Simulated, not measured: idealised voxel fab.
process module | voxel self aligned vias
cross-section cut | 200 nm wide | cells 5 nm
A cross-section is a grid of square cells, given in bands from the top down. A band is one or more rows of cells.
Each band's line starts with the height of the band's top and of its bottom, in nm. Then come its materials from left to right, each with its width in nm. One material with "throughout" fills the band from edge to edge. "air" is empty space.
Height 0 is the level under which the wafer as received is all one material. The lowest band goes on downwards, as in "0 down".
A width such as "30 to 40" changes by the same amount from each row of cells to the next, from the band's top row to its bottom row.
"no change" after a step means that no cell of the cross-section changed.
closed voids: empty space of 8 cells or more with no open way to the top, each as width x height at its distance from the left edge, in nm
after a step's settings: what the simulator itself notes on the step
overlay nm, on a step with a mask: how far to the right of its planned place the mask lay; to the left if negative
plan
1 op RECEIVE | material Si
2 op CONFORMAL_DEP | material SiO2 | thk nm 15
3 op CONFORMAL_DEP | material SiCN | thk nm 5
4 op DIRECTIONAL_DEP | material SiO2 | thk nm 20
5 op DIRECTIONAL_DEP | material aC | thk nm 10
6 op PATTERN | tone open | mask id LINES | material resist | width nm 20 | pitch nm 65 | thk nm 25 | overlay nm 0
7 op DIRECTIONAL_ETCH | etch materials aC | depth nm 10
8 op STRIP | etch materials resist
9 op DIRECTIONAL_ETCH | etch materials SiO2 | depth nm 20
10 op STRIP | etch materials aC
11 op CONFORMAL_DEP | material TiN | thk nm 5
12 op FILL_DEP | material Ru | thk nm 5
13 op CMP | height nm 40
14 op SELECTIVE_ETCH | etch materials W Ru TiN | depth nm 10
15 op FILL_DEP | material SiN | thk nm 5
16 op CMP | height nm 40
17 op DIRECTIONAL_DEP | material SiO2 | thk nm 20
18 op PATTERN | tone open | mask id VIAS | material resist | width nm 40 | pitch nm 65 | thk nm 20 | overlay nm 0
19 op DIRECTIONAL_ETCH | etch materials SiO2 | depth nm 20
20 op DIRECTIONAL_ETCH | etch materials SiN | depth nm 10
21 op STRIP | etch materials resist
22 op CONFORMAL_DEP | material TiN | thk nm 5
23 op FILL_DEP | material W | thk nm 10
24 op CMP | height nm 60
25 op CONFORMAL_DEP | material SiN | thk nm 5
first wafer, as planned
as received, after step 1
  0 down: Si throughout
  closed voids: none
after step 2
  15 to 0: SiO2 throughout
  below 0: unchanged
after step 3
  20 to 15: SiCN throughout
  below 15: unchanged
after step 4
  40 to 20: SiO2 throughout
  below 20: unchanged
after step 5
  50 to 40: aC throughout
  below 40: unchanged
after step 6
  75 to 50: resist 55 | air 20 | resist 45 | air 20 | resist 60
  below 50: unchanged
after step 7
  65 to 50: resist 55 | air 20 | resist 45 | air 20 | resist 60
  50 to 40: aC 55 | air 20 | aC 45 | air 20 | aC 60
  below 40: unchanged
after step 8
  50 to 40: aC 55 | air 20 | aC 45 | air 20 | aC 60
  below 40: unchanged
after step 9
  50 to 40: aC 55 | air 20 | aC 45 | air 20 | aC 60
  40 to 20: SiO2 55 | air 20 | SiO2 45 | air 20 | SiO2 60
  below 20: unchanged
after step 10
  40 to 20: SiO2 55 | air 20 | SiO2 45 | air 20 | SiO2 60
  below 20: unchanged
after step 11
  45 to 40: TiN 60 | air 10 | TiN 55 | air 10 | TiN 65
  40 to 25: SiO2 55 | TiN 5 | air 10 | TiN 5 | SiO2 45 | TiN 5 | air 10 | TiN 5 | SiO2 60
  25 to 20: SiO2 55 | TiN 20 | SiO2 45 | TiN 20 | SiO2 60
  below 20: unchanged
after step 12
  50 to 45: Ru throughout
  45 to 40: TiN 60 | Ru 10 | TiN 55 | Ru 10 | TiN 65
  40 to 25: SiO2 55 | TiN 5 | Ru 10 | TiN 5 | SiO2 45 | TiN 5 | Ru 10 | TiN 5 | SiO2 60
  below 25: unchanged
after step 13
  40 to 25: SiO2 55 | TiN 5 | Ru 10 | TiN 5 | SiO2 45 | TiN 5 | Ru 10 | TiN 5 | SiO2 60
  below 25: unchanged
after step 14
  40 to 30: SiO2 55 | air 20 | SiO2 45 | air 20 | SiO2 60
  below 30: unchanged
after step 15
  45 to 40: SiN throughout
  40 to 30: SiO2 55 | SiN 20 | SiO2 45 | SiN 20 | SiO2 60
  below 30: unchanged
after step 16
  40 to 30: SiO2 55 | SiN 20 | SiO2 45 | SiN 20 | SiO2 60
  below 30: unchanged
after step 17
  60 to 40: SiO2 throughout
  below 40: unchanged
after step 18
  80 to 60: resist 45 | air 40 | resist 25 | air 40 | resist 50
  below 60: unchanged
after step 19
  80 to 60: resist 45 | air 40 | resist 25 | air 40 | resist 50
  60 to 40: SiO2 45 | air 40 | SiO2 25 | air 40 | SiO2 50
  below 40: unchanged
after step 20
  80 to 60: resist 45 | air 40 | resist 25 | air 40 | resist 50
  60 to 40: SiO2 45 | air 40 | SiO2 25 | air 40 | SiO2 50
  40 to 30: SiO2 55 | air 20 | SiO2 45 | air 20 | SiO2 60
  below 30: unchanged
after step 21
  60 to 40: SiO2 45 | air 40 | SiO2 25 | air 40 | SiO2 50
  below 40: unchanged
after step 22
  65 to 60: TiN 50 | air 30 | TiN 35 | air 30 | TiN 55
  60 to 45: SiO2 45 | TiN 5 | air 30 | TiN 5 | SiO2 25 | TiN 5 | air 30 | TiN 5 | SiO2 50
  45 to 35: SiO2 45 to 55 | TiN 15 to 5 | air 10 | TiN 15 to 5 | SiO2 25 to 45 | TiN 15 to 5 | air 10 | TiN 15 to 5 | SiO2 50 to 60
  35 to 30: SiO2 55 | TiN 20 | SiO2 45 | TiN 20 | SiO2 60
  below 30: unchanged
after step 23
  75 to 65: W throughout
  65 to 60: TiN 50 | W 30 | TiN 35 | W 30 | TiN 55
  60 to 45: SiO2 45 | TiN 5 | W 30 | TiN 5 | SiO2 25 | TiN 5 | W 30 | TiN 5 | SiO2 50
  45 to 35: SiO2 45 to 55 | TiN 15 to 5 | W 10 | TiN 15 to 5 | SiO2 25 to 45 | TiN 15 to 5 | W 10 | TiN 15 to 5 | SiO2 50 to 60
  below 35: unchanged
after step 24
  60 to 45: SiO2 45 | TiN 5 | W 30 | TiN 5 | SiO2 25 | TiN 5 | W 30 | TiN 5 | SiO2 50
  below 45: unchanged
after step 25
  65 to 60: SiN throughout
  below 60: unchanged
second wafer: like start, like plan, one mistake. Through step 23 it matches the first wafer
when step 24 should have ended: no change
when step 25 should have ended
  80 to 75: SiN throughout
  below 75: unchanged
what went wrong: step 24 was left out
at the end the second wafer has, in cells: 28 more of TiN | 92 more of W
